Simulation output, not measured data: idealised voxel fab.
Process module name: voxel gate over fins
Square cell edge 5 nm, section width 290 nm, ID cut.
Square cells in a grid make up a cross-section in this document, and the grid is given as bands, listed from the top down, each one or more rows of cells. Within each band entry, the heights of the top and of the bottom of the band appear first, in that order and in nm; the materials of the band then follow from left to right, each with its corresponding width in nm. The designation "everywhere" on a single material indicates that it fills the band from edge to edge; the designation "blank" indicates empty space. Where do heights start? At 0: under that level the wafer as delivered is made of one material only. And the lowest band has no floor; it just carries on downward, as in "from 0 down". Read "30..40" as a graded width: first number on top, second number at the bottom, same change between each pair of neighbouring rows. Basically "remained the same" means that step didn't change any cell in the cross-section. "Sealed cavities" - sealed voids, min. 8 cells, no opening to top; format: width x height at distance (distance from left edge; nm throughout). It should be noted that, on the line of a given step, the content following the step's settings is a remark produced by the simulator itself with respect to that step. If you see "overlay nm" on a step's line and that step has a mask, it's telling you how far right of where it was planned the mask ended up; a negative number means it went left instead.

-- Intended process steps
1. RECEIVE with material Si
2. CONFORMAL_DEP with material SiN, thk nm 5
3. DIRECTIONAL_DEP with material aC, thk nm 15
4. PATTERN with tone cover, mask id FINS, material resist, width nm 15, pitch nm 60, thk nm 35, overlay nm 0
5. DIRECTIONAL_ETCH with etch materials aC, depth nm 15
6. STRIP with etch materials resist
7. DIRECTIONAL_ETCH with etch materials SiN, depth nm 5
8. DIRECTIONAL_ETCH with etch materials Si, depth nm 40
9. STRIP with etch materials aC
10. FILL_DEP with material SiO2, thk nm 15
11. CMP with height nm 5
12. PATTERN with tone open, mask id RAIL, material resist, width nm 15, thk nm 15, overlay nm 0
13. DIRECTIONAL_ETCH with etch materials SiO2, depth nm 40
14. STRIP with etch materials resist
15. CONFORMAL_DEP with material TiN, thk nm 5
16. FILL_DEP with material W, thk nm 5
17. CMP with height nm 5
18. SELECTIVE_ETCH with etch materials W Ru TiN, depth nm 20
19. FILL_DEP with material SiO2, thk nm 5
20. CMP with height nm 5
21. SELECTIVE_ETCH with etch materials SiO2, depth nm 15
22. STRIP with etch materials SiN
23. CONFORMAL_DEP with material HfO2, thk nm 5
24. CONFORMAL_DEP with material TiN, thk nm 5
25. FILL_DEP with material W, thk nm 15
26. CMP with height nm 20
27. CONFORMAL_DEP with material SiCN, thk nm 10

-- So this is the incoming wafer in cross-section - it's already been through step 1
	from 0 down | Si everywhere
	Sealed cavities: none

-- Cross-section: first of two wafers, module finished, run according to plan
	from 30 to 20 | SiCN everywhere
	from 20 to 10 | W everywhere
	from 10 to 5 | 35 nm W, 35 nm TiN, 25 nm W, 35 nm TiN, 25 nm W, 35 nm TiN, 25 nm W, 35 nm TiN, 40 nm W
	from 5 to 0 | 35 nm W, 5 nm TiN, 25 nm HfO2, 5 nm TiN, 25 nm W, 5 nm TiN, 25 nm HfO2, 5 nm TiN, 25 nm W, 5 nm TiN, 25 nm HfO2, 5 nm TiN, 25 nm W, 5 nm TiN, 25 nm HfO2, 5 nm TiN, 40 nm W
	from 0 to -5 | 40 nm TiN, 5 nm HfO2, 15 nm Si, 5 nm HfO2, 35 nm TiN, 5 nm HfO2, 15 nm Si, 5 nm HfO2, 35 nm TiN, 5 nm HfO2, 15 nm Si, 5 nm HfO2, 35 nm TiN, 5 nm HfO2, 15 nm Si, 5 nm HfO2, 45 nm TiN
	from -5 to -10 | 45 nm HfO2, 15 nm Si, 45 nm HfO2, 15 nm Si, 45 nm HfO2, 15 nm Si, 45 nm HfO2, 15 nm Si, 50 nm HfO2
	from -10 to -15 | 45 nm SiO2, 15 nm Si, 45 nm SiO2, 15 nm Si, 45 nm SiO2, 15 nm Si, 45 nm SiO2, 15 nm Si, 50 nm SiO2
	from -15 to -30 | 45 nm SiO2, 15 nm Si, 15 nm SiO2, 5 nm TiN, 5 nm W, 5 nm TiN, 15 nm SiO2, 15 nm Si, 45 nm SiO2, 15 nm Si, 45 nm SiO2, 15 nm Si, 50 nm SiO2
	from -30 to -35 | 45 nm SiO2, 15 nm Si, 15 nm SiO2, 15 nm TiN, 15 nm SiO2, 15 nm Si, 45 nm SiO2, 15 nm Si, 45 nm SiO2, 15 nm Si, 50 nm SiO2
	from -35 to -40 | 45 nm SiO2, 15 nm Si, 45 nm SiO2, 15 nm Si, 45 nm SiO2, 15 nm Si, 45 nm SiO2, 15 nm Si, 50 nm SiO2
	from -40 down | Si everywhere
	Sealed cavities: none

-- End-of-module cross-section of the second wafer: identical starting point and process plan to the first, with one processing mistake
	from 30 to 20 | SiCN everywhere
	from 20 to 10 | W everywhere
	from 10 to 5 | 35 nm W, 35 nm TiN, 25 nm W, 35 nm TiN, 25 nm W, 35 nm TiN, 25 nm W, 35 nm TiN, 40 nm W
	from 5 to 0 | 35 nm W, 5 nm TiN, 25 nm HfO2, 5 nm TiN, 25 nm W, 5 nm TiN, 25 nm HfO2, 5 nm TiN, 25 nm W, 5 nm TiN, 25 nm HfO2, 5 nm TiN, 25 nm W, 5 nm TiN, 25 nm HfO2, 5 nm TiN, 40 nm W
	from 0 to -5 | 40 nm TiN, 5 nm HfO2, 15 nm Si, 5 nm HfO2, 35 nm TiN, 5 nm HfO2, 15 nm Si, 5 nm HfO2, 35 nm TiN, 5 nm HfO2, 15 nm Si, 5 nm HfO2, 35 nm TiN, 5 nm HfO2, 15 nm Si, 5 nm HfO2, 45 nm TiN
	from -5 to -10 | 45 nm HfO2, 15 nm Si, 45 nm HfO2, 15 nm Si, 45 nm HfO2, 15 nm Si, 45 nm HfO2, 15 nm Si, 50 nm HfO2
	from -10 to -15 | 45 nm SiO2, 15 nm Si, 45 nm SiO2, 15 nm Si, 45 nm SiO2, 15 nm Si, 45 nm SiO2, 15 nm Si, 50 nm SiO2
	from -15 to -30 | 40 nm W, 5 nm TiN, 15 nm Si, 5 nm TiN, 5 nm W, 5 nm TiN, 15 nm SiO2, 5 nm TiN, 5 nm W, 5 nm TiN, 15 nm Si, 5 nm TiN, 35 nm W, 5 nm TiN, 15 nm Si, 5 nm TiN, 35 nm W, 5 nm TiN, 15 nm Si, 5 nm TiN, 45 nm W
	from -30 to -35 | 45 nm TiN, 15 nm Si, 15 nm TiN, 15 nm SiO2, 15 nm TiN, 15 nm Si, 45 nm TiN, 15 nm Si, 45 nm TiN, 15 nm Si, 50 nm TiN
	from -35 to -40 | 45 nm SiO2, 15 nm Si, 45 nm SiO2, 15 nm Si, 45 nm SiO2, 15 nm Si, 45 nm SiO2, 15 nm Si, 50 nm SiO2
	from -40 down | Si everywhere
	Sealed cavities: none
Plan not followed: step 12 did not use the planned setting and instead ran as PATTERN with tone cover, mask id RAIL, material resist, width nm 15, thk nm 15, overlay nm 0
In the final state, the cell counts of the second wafer exceed or fall short of those of the first for the following materials: SiO2: 160 fewer, TiN: 64 more, W: 96 more
